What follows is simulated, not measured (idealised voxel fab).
The following process module bears the name voxel capacitor over wiring.
Cross-section cut spans 295 nm and uses square cells 5 nm in size.
Bands, listed from the top down, are how a cross-section gets written in this document; the cross-section itself is a grid of square cells, and a band is one or more rows of them. Look at the band entry: it leads with the top's height and the bottom's height in nm. Then it lists the materials left to right, with a width in nm for each. The word "all across" on a single material says that material fills the band edge to edge. The word "empty" is empty space. Where do heights start? At 0: under that level the wafer as delivered is made of one material only. And the lowest band has no floor; it just carries on downward, as in "0 nm and below". Width: "30 to 40" (first number = top row, second number = bottom row, same change from row to row of cells). Step note "no alteration" = no cross-section cell changed. Voids not open to the top, 8 cells minimum: see "Sealed cavities". Written width x height at distance; distance is from the left edge; nm. Step line, after settings: the simulator's comment on this step. The optional step-line setting "overlay nm" applies to steps with a mask and quantifies how far to the right of its planned location the mask lay, a negative value indicating leftward placement.

**The process steps that were planned are listed below**
1,op RECEIVE | material Si
2,op CONFORMAL_DEP | material SiO2 | thk nm 10
3,op CONFORMAL_DEP | material SiCN | thk nm 5
4,op DIRECTIONAL_DEP | material SiO2 | thk nm 25
5,op MASKED_ETCH | tone open | mask id METAL_1 | width nm 20 | pitch nm 85 | etch materials SiO2 | depth nm 25 | overlay nm 0
6,op MASKED_ETCH | tone open | mask id METAL_1 | width nm 20 | pitch nm 85 | etch materials SiCN | depth nm 5 | overlay nm 0
7,op CONFORMAL_DEP | material TiN | thk nm 5
8,op FILL_DEP | material W | thk nm 5
9,op CMP | height nm 40
10,op CONFORMAL_DEP | material SiCN | thk nm 5
11,op DIRECTIONAL_DEP | material lowk | thk nm 10
12,op DIRECTIONAL_DEP | material aC | thk nm 10
13,op PATTERN | tone open | mask id PLUG_1 | material resist | width nm 15 | thk nm 30 | overlay nm 0
14,op DIRECTIONAL_ETCH | etch materials aC | depth nm 10
15,op STRIP | etch materials resist
16,op DIRECTIONAL_ETCH | etch materials lowk | depth nm 10
17,op DIRECTIONAL_ETCH | etch materials SiCN | depth nm 5
18,op STRIP | etch materials aC
19,op EPI | material Ru | thk nm 10
20,op EPI | material Ru | thk nm 5
21,op DIRECTIONAL_DEP | material TiN | thk nm 10
22,op DIRECTIONAL_DEP | material HfO2 | thk nm 5
23,op DIRECTIONAL_DEP | material TiN | thk nm 5
24,op MASKED_ETCH | tone cover | mask id UPPER_PLATE | width nm 70 | etch materials TiN | depth nm 5 | overlay nm 0
25,op MASKED_ETCH | tone cover | mask id UPPER_PLATE | width nm 70 | etch materials HfO2 | depth nm 5 | overlay nm 0
26,op MASKED_ETCH | tone cover | mask id LOWER_PLATE | width nm 80 | etch materials TiN | depth nm 10 | overlay nm 0
27,op FILL_DEP | material SiO2 | thk nm 15
28,op CMP | height nm 85
29,op PATTERN | tone open | mask id PLUG_2 | material resist | width nm 15 | thk nm 20 | overlay nm 0
30,op DIRECTIONAL_ETCH | etch materials SiO2 | depth nm 10
31,op STRIP | etch materials resist
32,op CONFORMAL_DEP | material TiN | thk nm 5
33,op FILL_DEP | material Ru | thk nm 5
34,op CMP | height nm 85
35,op CONFORMAL_DEP | material SiCN | thk nm 5

**Cross-section of the wafer upon arrival, representing the state reached after step 1**
0 nm and below  Si all across
Sealed cavities: none

**Here's the cross-section of the first of our two wafers at the end of the module - it ran as planned**
90 nm to 85 nm  SiCN all across
85 nm to 80 nm  110 of SiO2 / 5 of TiN / 5 of Ru / 5 of TiN / 170 of SiO2
80 nm to 70 nm  110 to 100 of SiO2 / 15 to 70 of TiN / 170 to 125 of SiO2
70 nm to 65 nm  100 of SiO2 / 70 of HfO2 / 125 of SiO2
65 nm to 55 nm  95 of SiO2 / 80 of TiN / 120 of SiO2
55 nm to 45 nm  100 of lowk / 15 of Ru / 180 of lowk
45 nm to 40 nm  100 of SiCN / 15 of Ru / 180 of SiCN
40 nm to 15 nm  95 of SiO2 / 5 of TiN / 10 of W / 5 of TiN / 65 of SiO2 / 5 of TiN / 10 of W / 5 of TiN / 95 of SiO2
15 nm to 10 nm  95 of SiCN / 20 of TiN / 65 of SiCN / 20 of TiN / 95 of SiCN
10 nm to 0 nm  SiO2 all across
0 nm and below  Si all across
Sealed cavities: none

**Now the second wafer, cross-sectioned at the end of the module. Nothing different at the start, nothing different in the plan compared with the first, just one mistake when it was actually run**
90 nm to 85 nm  SiCN all across
85 nm to 80 nm  110 of SiO2 / 5 of TiN / 5 of Ru / 5 of TiN / 170 of SiO2
80 nm to 75 nm  110 of SiO2 / 15 of TiN / 170 of SiO2
75 nm to 70 nm  100 of SiO2 / 15 of TiN / 50 of SiO2 / 5 of TiN / 125 of SiO2
70 nm to 65 nm  100 of SiO2 / 15 of HfO2 / 50 of SiO2 / 5 of HfO2 / 125 of SiO2
65 nm to 60 nm  95 of SiO2 / 20 of TiN / 50 of SiO2 / 10 of TiN / 120 of SiO2
60 nm to 55 nm  95 of SiO2 / 80 of TiN / 120 of SiO2
55 nm to 50 nm  80 of SiO2 / 20 of Ru / 15 of lowk / 50 of HfO2 / 50 of Ru / 80 of SiO2
50 nm to 45 nm  80 of SiO2 / 20 of Ru / 15 of lowk / 50 of TiN / 50 of Ru / 80 of SiO2
45 nm to 40 nm  80 of SiO2 / 20 of Ru / 15 of SiCN / 50 of TiN / 50 of Ru / 80 of SiO2
40 nm to 15 nm  95 of SiO2 / 5 of TiN / 10 of W / 5 of TiN / 65 of SiO2 / 5 of TiN / 10 of W / 5 of TiN / 95 of SiO2
15 nm to 10 nm  95 of SiCN / 20 of TiN / 65 of SiCN / 20 of TiN / 95 of SiCN
10 nm to 0 nm  SiO2 all across
0 nm and below  Si all across
Sealed cavities: none
Plan not followed: step 13 was run on a setting that differed from the plan, and what really ran there is op PATTERN | tone cover | mask id PLUG_1 | material resist | width nm 15 | thk nm 30 | overlay nm 0
Final cells, second wafer relative to first, materials higher or lower: Ru +33, SiCN -53, SiO2 +126, lowk -106
